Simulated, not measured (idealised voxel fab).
You're looking at the process module voxel air gaps.
215 nm wide, 5 nm square cells: that's cross-section cut.
Cross-sections here: square-cell grids, written as top-down lists of bands, a band being one or more rows of cells. Within each band entry, the heights of the top and of the bottom of the band appear first, in that order and in nm; the materials of the band then follow from left to right, each with its corresponding width in nm. The designation "edge to edge" on a single material indicates that it fills the band from edge to edge; the designation "empty" indicates empty space. We count height from 0. Below that, the starting wafer is all one material. The lowest band never ends at the bottom but goes on down; see "0 nm and below" for how that is written. Width spec "30..40" -> top row of cells at first value, bottom row at second value, equal per-row change in between. Given "nothing was modified" for a step, no cell of the cross-section differs between before and after that step. "Unvented voids" lists enclosed empty spaces (at least 8 cells, no open path upward to the top), each as width x height at distance from the left edge, in nm. It should be noted that, on the line of a given step, the content following the step's settings is a remark produced by the simulator itself with respect to that step. Regarding "overlay nm": on a step with a mask, it is the distance the mask lay to the right of its planned place; a negative value places it to the left.
[Here's what the planned process steps look like]
1,RECEIVE with material Si
2,CONFORMAL_DEP with material SiO2, thk nm 10
3,CONFORMAL_DEP with material SiCN, thk nm 5
4,DIRECTIONAL_DEP with material lowk, thk nm 40
5,DIRECTIONAL_DEP with material aC, thk nm 10
6,PATTERN with tone open, mask id LINES, material resist, width nm 20, pitch nm 50, thk nm 30, overlay nm 0
7,DIRECTIONAL_ETCH with etch materials aC, depth nm 10
8,STRIP with etch materials resist
9,DIRECTIONAL_ETCH with etch materials lowk, depth nm 40
10,STRIP with etch materials aC
11,CONFORMAL_DEP with material TiN, thk nm 5
12,FILL_DEP with material Cu, thk nm 5
13,CMP with height nm 55
14,EPI with material Ru, thk nm 10
15,SELECTIVE_ETCH with etch materials lowk, depth nm 50
16,CONFORMAL_DEP with material SiCN, thk nm 5
[as received, after step 1]
	0 nm and below: Si edge to edge
	Unvented voids: none
[Here's the wafer cut in cross-section after the module, started and planned just like above, except one thing was done wrong in the run]
	70 nm to 65 nm: empty: 30 | SiCN: 150 | empty: 35
	65 nm to 55 nm: empty: 30 | SiCN: 5 | Ru: 40 | SiCN: 10 | Ru: 40 | SiCN: 10 | Ru: 40 | SiCN: 5 | empty: 35
	55 nm to 50 nm: empty: 30 | SiCN: 15 | TiN: 5 | Cu: 10 | TiN: 5 | SiCN: 30 | TiN: 5 | Cu: 10 | TiN: 5 | SiCN: 30 | TiN: 5 | Cu: 10 | TiN: 5 | SiCN: 15 | empty: 35
	50 nm to 20 nm: empty: 40 | SiCN: 5 | TiN: 5 | Cu: 10 | TiN: 5 | SiCN: 5 | empty: 20 | SiCN: 5 | TiN: 5 | Cu: 10 | TiN: 5 | SiCN: 5 | empty: 20 | SiCN: 5 | TiN: 5 | Cu: 10 | TiN: 5 | SiCN: 5 | empty: 45
	20 nm to 15 nm: SiCN: 45 | TiN: 20 | SiCN: 30 | TiN: 20 | SiCN: 30 | TiN: 20 | SiCN: 50
	15 nm to 10 nm: SiCN edge to edge
	10 nm to 0 nm: aC edge to edge
	0 nm and below: Si edge to edge
	Unvented voids: 20 x 30 at 70; 20 x 30 at 120
What was the processing mistake? step 2 went in with a setting other than planned; the actual run was CONFORMAL_DEP with material aC, thk nm 10
